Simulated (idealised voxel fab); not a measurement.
Module name: voxel capacitor over wiring (process module)
It is cross-section cut that appears here, measuring 255 nm in width, its square cells being 5 nm in size.
Just so we're on the same page, the cross-sections are grids of square cells, and they're listed out in bands top to bottom, each band one or more rows deep. Band: top and bottom heights (nm) first, top before bottom; then materials from left to right, widths in nm. "all across" marks a sole material filling the band edge to edge. "air" denotes empty space. Ref level 0: as-received wafer is one material below here. Bottom band extends down with no lower bound ("0 down"). Think of "30..40" as a width that walks from the first number to the second as you go down the band, top row to bottom row, taking equal-sized steps from row to row. No cell of the cross-section changed in a step that is given as "stayed the same". For the entry "Enclosed void listing", the listed items are empty spaces with no open way to the top whose size is 8 cells or more; each item follows the pattern width x height at distance, where distance is from the left edge and all three are in nm. It should be noted that, on the line of a given step, the content following the step's settings is a remark produced by the simulator itself with respect to that step. You can add "overlay nm" to a step's line. For a step with a mask, it describes how far the mask lay to the right of its planned position, and a negative number describes a lay to the left.
Intended process steps
step 1: RECEIVE: material Si
step 2: CONFORMAL_DEP: material SiO2, thk nm 15
step 3: CONFORMAL_DEP: material SiCN, thk nm 5
step 4: DIRECTIONAL_DEP: material lowk, thk nm 15
step 5: PATTERN: tone open, mask id METAL_1, material resist, width nm 25, pitch nm 90, thk nm 15, overlay nm 0
step 6: DIRECTIONAL_ETCH: etch materials lowk, depth nm 15
step 7: DIRECTIONAL_ETCH: etch materials SiCN, depth nm 5
step 8: STRIP: etch materials resist
step 9: CONFORMAL_DEP: material TiN, thk nm 5
step 10: FILL_DEP: material Cu, thk nm 5
step 11: CMP: height nm 35
step 12: EPI: material Ru, thk nm 5
step 13: FILL_DEP: material SiCN, thk nm 5
step 14: DIRECTIONAL_DEP: material lowk, thk nm 15
step 15: DIRECTIONAL_DEP: material aC, thk nm 10
step 16: PATTERN: tone open, mask id PLUG_1, material resist, width nm 15, thk nm 25, overlay nm 0
step 17: DIRECTIONAL_ETCH: etch materials aC, depth nm 10
step 18: STRIP: etch materials resist
step 19: DIRECTIONAL_ETCH: etch materials lowk, depth nm 15
step 20: DIRECTIONAL_ETCH: etch materials SiCN, depth nm 5
step 21: STRIP: etch materials aC
step 22: EPI: material Ru, thk nm 10
step 23: EPI: material Ru, thk nm 10
step 24: DIRECTIONAL_DEP: material TiN, thk nm 5
step 25: DIRECTIONAL_DEP: material SiN, thk nm 5
step 26: DIRECTIONAL_DEP: material TiN, thk nm 10
step 27: MASKED_ETCH: tone cover, mask id UPPER_PLATE, width nm 60, etch materials TiN, depth nm 10, overlay nm 0
step 28: MASKED_ETCH: tone cover, mask id UPPER_PLATE, width nm 70, etch materials SiN, depth nm 5, overlay nm 0
step 29: PATTERN: tone cover, mask id LOWER_PLATE, material resist, width nm 80, thk nm 15, overlay nm 0
step 30: DIRECTIONAL_ETCH: etch materials TiN, depth nm 5
step 31: STRIP: etch materials resist
step 32: FILL_DEP: material SiO2, thk nm 15
step 33: CMP: height nm 90
step 34: PATTERN: tone open, mask id PLUG_2, material resist, width nm 15, thk nm 15, overlay nm 0
step 35: DIRECTIONAL_ETCH: etch materials SiO2, depth nm 10
step 36: STRIP: etch materials resist
step 37: CONFORMAL_DEP: material TiN, thk nm 5
step 38: FILL_DEP: material W, thk nm 5
step 39: CMP: height nm 90
step 40: CONFORMAL_DEP: material SiN, thk nm 5
Across this set of wafers, the varied parameter is the width nm of step 27. Starting conditions are identical for every wafer, and the plan reports the value assigned to the first wafer.
As-received cross-section, first of several wafers, post step 1
0 down | Si all across
Enclosed void listing: none
Per-wafer rows below. For each material: cells gained (+) or lost (-) since the wafer was received, as of end of module. Then: closed voids
width nm 60, +18 Cu, +26 Ru, +126 SiCN, +65 SiN, +399 SiO2, +67 TiN, +1 W, +267 lowk, Enclosed void listing: none
width nm 65, +18 Cu, +26 Ru, +126 SiCN, +65 SiN, +397 SiO2, +69 TiN, +1 W, +267 lowk, Enclosed void listing: none
width nm 70, +18 Cu, +26 Ru, +126 SiCN, +65 SiN, +395 SiO2, +71 TiN, +1 W, +267 lowk, Enclosed void listing: none
width nm 75, +18 Cu, +26 Ru, +126 SiCN, +66 SiN, +392 SiO2, +73 TiN, +1 W, +267 lowk, Enclosed void listing: none
width nm 80, +18 Cu, +26 Ru, +126 SiCN, +67 SiN, +389 SiO2, +75 TiN, +1 W, +267 lowk, Enclosed void listing: none
width nm 85, +18 Cu, +26 Ru, +126 SiCN, +68 SiN, +386 SiO2, +77 TiN, +1 W, +267 lowk, Enclosed void listing: none
